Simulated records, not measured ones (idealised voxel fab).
The document below concerns the process module designated voxel plated lines.
Xsec cut, 295 nm wide, square cell size 5 nm.
Cross-sections here: square-cell grids, written as top-down lists of bands, a band being one or more rows of cells. Basically the band line says how high the top is and how high the bottom is, in nm, and then what's in it from left to right, every material with its width in nm. Empty space shows up as "blank", and if a single material carries "edge to edge" it runs the full band edge to edge. Ref level 0: as-received wafer is one material below here. Bottom band extends down with no lower bound ("from 0 down"). The two numbers in a width such as "30..40" mark its ends across the band: the first belongs to the top row of cells, the second to the bottom row, and from each row to the next the width moves by the same amount. "no alterations made" means the step left every cell of the cross-section as it was. The list in "Closed empty spaces" covers empty spaces of 8 cells or more that cannot reach the top through any open way, and it gives each as width x height at distance; the distance is from the left edge, and width, height and distance are in nm. Read whatever lies past the settings on a step's line as the simulator's own remark about the step. The setting "overlay nm" may be written on the line of a step. When the step uses a mask, the value reports how far to the right of the planned place the mask lay, and a negative value reports that it lay to the left.

Process steps foreseen in the plan:
1: RECEIVE [material Si]
2: CONFORMAL_DEP [material Al2O3] [thk nm 15]
3: DIRECTIONAL_DEP [material TiN] [thk nm 5]
4: PATTERN [tone open] [mask id LINES] [material resist] [width nm 30] [pitch nm 55] [thk nm 20] [overlay nm 0]
5: EPI [material Ru] [thk nm 5]
6: STRIP [etch materials resist]
7: DIRECTIONAL_ETCH [etch materials TiN] [depth nm 5]
8: CONFORMAL_DEP [material SiN] [thk nm 10]

as received, after step 1:
* from 0 down  Si edge to edge
* Closed empty spaces: none

Cross-section, end of module. Start: as above. Plan: as above. Execution: one mistake:
* from 35 to 25  blank 105 nm, then SiN 50 nm, then blank 5 nm, then SiN 50 nm, then blank 85 nm
* from 25 to 20  SiN 115 nm, then Ru 30 nm, then SiN 25 nm, then Ru 30 nm, then SiN 95 nm
* from 20 to 15  SiN 115 nm, then TiN 30 nm, then SiN 25 nm, then TiN 30 nm, then SiN 95 nm
* from 15 to 0  Al2O3 edge to edge
* from 0 down  Si edge to edge
* Closed empty spaces: none
Deviation from plan: off-plan run, step 4, actual operation and settings PATTERN [tone open] [mask id LINES] [material resist] [width nm 30] [pitch nm 55] [thk nm 20] [overlay nm 10]
